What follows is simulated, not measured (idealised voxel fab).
This section sets out a process module, namely voxel capacitor over wiring.
The cross-section shown here is cut; it is 225 nm wide and divided into square cells measuring 5 nm on a side.
For the purposes of this document, a cross-section shall be understood as a grid of square cells, specified as bands listed in top-to-bottom order, each band consisting of one or more rows of cells.
Band: top height; bottom height; in nm. Then, left to right: material with width in nm, for each material. "throughout": a single material spanning edge to edge. "blank": empty space.
Heads up on the height convention: 0 is the point under which the incoming wafer is all one material, and the lowest band has no bottom, it just keeps going down, like "z 0 and below".
The two numbers in a width such as "30->40" mark its ends across the band: the first belongs to the top row of cells, the second to the bottom row, and from each row to the next the width moves by the same amount.
"all unchanged" for a step: no cell of the cross-section changed in that step.
Closed empty spaces (no open way to the top) of 8 cells or more are what "Closed void catalog" lists, each as width x height at distance from the left edge, nm for all three.
Where a step's line continues beyond its settings, the continuation is a remark by the simulator itself on that step.
overlay nm: right-of-plan distance of the mask on a masked step; negative values mean left-of-plan.

STEPS IN THE PROCESS PLAN
| 1 | op RECEIVE | material Si |
| 2 | op CONFORMAL_DEP | material SiO2 | thk nm 10 |
| 3 | op DIRECTIONAL_DEP | material TiN | thk nm 5 |
| 4 | op DIRECTIONAL_DEP | material Ru | thk nm 15 |
| 5 | op DIRECTIONAL_DEP | material aC | thk nm 10 |
| 6 | op PATTERN | tone cover | mask id METAL_1 | material resist | width nm 30 | pitch nm 80 | thk nm 25 | overlay nm 0 |
| 7 | op DIRECTIONAL_ETCH | etch materials aC | depth nm 10 |
| 8 | op STRIP | etch materials resist |
| 9 | op DIRECTIONAL_ETCH | etch materials Ru | depth nm 15 |
| 10 | op DIRECTIONAL_ETCH | etch materials TiN | depth nm 5 |
| 11 | op STRIP | etch materials aC |
| 12 | op CONFORMAL_DEP | material SiCN | thk nm 5 |
| 13 | op FILL_DEP | material lowk | thk nm 10 |
| 14 | op CMP | height nm 30 |
| 15 | op CONFORMAL_DEP | material SiCN | thk nm 5 |
| 16 | op DIRECTIONAL_DEP | material SiO2 | thk nm 20 |
| 17 | op MASKED_ETCH | tone open | mask id PLUG_1 | width nm 15 | etch materials SiO2 | depth nm 20 | overlay nm 0 |
| 18 | op MASKED_ETCH | tone open | mask id PLUG_1 | width nm 15 | etch materials SiCN | depth nm 5 | overlay nm 0 |
| 19 | op EPI | material Ru | thk nm 10 |
| 20 | op EPI | material Ru | thk nm 10 |
| 21 | op EPI | material Ru | thk nm 5 |
| 22 | op DIRECTIONAL_DEP | material TiN | thk nm 10 |
| 23 | op DIRECTIONAL_DEP | material Al2O3 | thk nm 5 |
| 24 | op DIRECTIONAL_DEP | material TiN | thk nm 5 |
| 25 | op DIRECTIONAL_DEP | material aC | thk nm 10 |
| 26 | op PATTERN | tone cover | mask id UPPER_PLATE | material resist | width nm 55 | thk nm 30 | overlay nm 0 |
| 27 | op DIRECTIONAL_ETCH | etch materials aC | depth nm 10 |
| 28 | op STRIP | etch materials resist |
| 29 | op DIRECTIONAL_ETCH | etch materials TiN | depth nm 5 |
| 30 | op DIRECTIONAL_ETCH | etch materials Al2O3 | depth nm 5 |
| 31 | op STRIP | etch materials aC |
| 32 | op PATTERN | tone cover | mask id LOWER_PLATE | material resist | width nm 65 | thk nm 15 | overlay nm 0 |
| 33 | op DIRECTIONAL_ETCH | etch materials TiN | depth nm 10 |
| 34 | op STRIP | etch materials resist |
| 35 | op FILL_DEP | material SiO2 | thk nm 20 |
| 36 | op CMP | height nm 90 |
| 37 | op PATTERN | tone open | mask id PLUG_2 | material resist | width nm 15 | thk nm 20 | overlay nm 0 |
| 38 | op DIRECTIONAL_ETCH | etch materials SiO2 | depth nm 15 |
| 39 | op STRIP | etch materials resist |
| 40 | op CONFORMAL_DEP | material TiN | thk nm 5 |
| 41 | op FILL_DEP | material Cu | thk nm 10 |
| 42 | op CMP | height nm 90 |
| 43 | op CONFORMAL_DEP | material SiCN | thk nm 5 |

WAFER AT RECEIPT (POST STEP 1), CROSS-SECTION
> z 0 and below = Si throughout
> Closed void catalog: none

END-OF-MODULE XS, FIRST OF TWO WAFERS, RUN AS PLANNED
> z 95 to 90 = SiCN throughout
> z 90 to 80 = SiO2: 80  TiN: 5  Cu: 5  TiN: 5  SiO2: 130
> z 80 to 70 = SiO2: 80->70  TiN: 15->55  SiO2: 130->100
> z 70 to 65 = SiO2: 70  Al2O3: 55  SiO2: 100
> z 65 to 55 = SiO2: 65  TiN: 65  SiO2: 95
> z 55 to 35 = SiO2: 70  Ru: 15  SiO2: 140
> z 35 to 30 = SiCN: 70  Ru: 15  SiCN: 140
> z 30 to 15 = lowk: 50  SiCN: 5  Ru: 30  SiCN: 5  lowk: 40  SiCN: 5  Ru: 30  SiCN: 5  lowk: 55
> z 15 to 10 = SiCN: 55  TiN: 30  SiCN: 50  TiN: 30  SiCN: 60
> z 10 to 0 = SiO2 throughout
> z 0 and below = Si throughout
> Closed void catalog: none

SECOND WAFER CROSS-SECTION AT END OF MODULE - SHARED START AND PLAN WITH THE FIRST, ONE MISTAKE IN THE RUN
> z 95 to 90 = SiCN throughout
> z 90 to 80 = SiO2: 80  TiN: 5  Cu: 5  TiN: 5  SiO2: 130
> z 80 to 70 = SiO2: 80->65  TiN: 15->65  SiO2: 130->95
> z 70 to 65 = SiO2: 65  Al2O3: 65  SiO2: 95
> z 65 to 55 = SiO2: 65  TiN: 65  SiO2: 95
> z 55 to 35 = SiO2: 70  Ru: 15  SiO2: 140
> z 35 to 30 = SiCN: 70  Ru: 15  SiCN: 140
> z 30 to 15 = lowk: 50  SiCN: 5  Ru: 30  SiCN: 5  lowk: 40  SiCN: 5  Ru: 30  SiCN: 5  lowk: 55
> z 15 to 10 = SiCN: 55  TiN: 30  SiCN: 50  TiN: 30  SiCN: 60
> z 10 to 0 = SiO2 throughout
> z 0 and below = Si throughout
> Closed void catalog: none
Diagnosis: rather than as planned, step 26 actually ran as op PATTERN | tone cover | mask id UPPER_PLATE | material resist | width nm 65 | thk nm 30 | overlay nm 0
The closing comparison, in cells, has the second wafer with more or fewer of some materials than the first: Al2O3: 2 more; SiO2: 4 fewer; TiN: 2 more
